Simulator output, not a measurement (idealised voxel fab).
process module | voxel fin reveal
cross-section cut | 180 nm wide | cells 5 nm
A cross-section is a grid of square cells, given in bands from the top down. A band is one or more rows of cells.
Each band's line starts with the height of the band's top and of its bottom, in nm. Then come its materials from left to right, each with its width in nm. One material with "throughout" fills the band from edge to edge. "air" is empty space.
Height 0 is the level under which the wafer as received is all one material. The lowest band goes on downwards, as in "0 down".
A width such as "30 to 40" changes by the same amount from each row of cells to the next, from the band's top row to its bottom row.
"no change" after a step means that no cell of the cross-section changed.
closed voids: empty space of 8 cells or more with no open way to the top, each as width x height at its distance from the left edge, in nm
after a step's settings: what the simulator itself notes on the step
overlay nm, on a step with a mask: how far to the right of its planned place the mask lay; to the left if negative
plan
1 op RECEIVE | material Si
2 op CONFORMAL_DEP | material SiN | thk nm 10
3 op DIRECTIONAL_DEP | material aC | thk nm 10
4 op PATTERN | tone cover | mask id FINS | material resist | width nm 15 | pitch nm 45 | thk nm 25 | overlay nm 0
5 op DIRECTIONAL_ETCH | etch materials aC | depth nm 10
6 op STRIP | etch materials resist
7 op DIRECTIONAL_ETCH | etch materials SiN | depth nm 10
8 op DIRECTIONAL_ETCH | etch materials Si | depth nm 30
9 op STRIP | etch materials aC
10 op FILL_DEP | material SiO2 | thk nm 10
11 op CMP | height nm 10
12 op SELECTIVE_ETCH | etch materials SiO2 | depth nm 30
13 op STRIP | etch materials SiN
14 op CONFORMAL_DEP | material HfO2 | thk nm 5
as received, after step 1
  0 down: Si throughout
  closed voids: none
first wafer at the end, as planned
  5 to 0: air 55 | HfO2 25 | air 20 | HfO2 25 | air 55
  0 to -15: air 55 | HfO2 5 | Si 15 | HfO2 5 | air 20 | HfO2 5 | Si 15 | HfO2 5 | air 55
  -15 to -20: HfO2 60 | Si 15 | HfO2 30 | Si 15 | HfO2 60
  -20 to -30: SiO2 60 | Si 15 | SiO2 30 | Si 15 | SiO2 60
  -30 down: Si throughout
  closed voids: none
second wafer at the end: like start, like plan, one mistake
  5 to 0: air 55 | HfO2 25 | air 20 | HfO2 25 | air 55
  0 to -15: air 55 | HfO2 5 | Si 15 | HfO2 5 | air 20 | HfO2 5 | Si 15 | HfO2 5 | air 55
  -15 to -20: HfO2 60 | Si 15 | HfO2 30 | Si 15 | HfO2 60
  -20 to -60: SiO2 60 | Si 15 | SiO2 30 | Si 15 | SiO2 60
  -60 down: Si throughout
  closed voids: none
what went wrong: step 8 was run twice
at the end the second wafer has, in cells: 180 fewer of Si | 180 more of SiO2
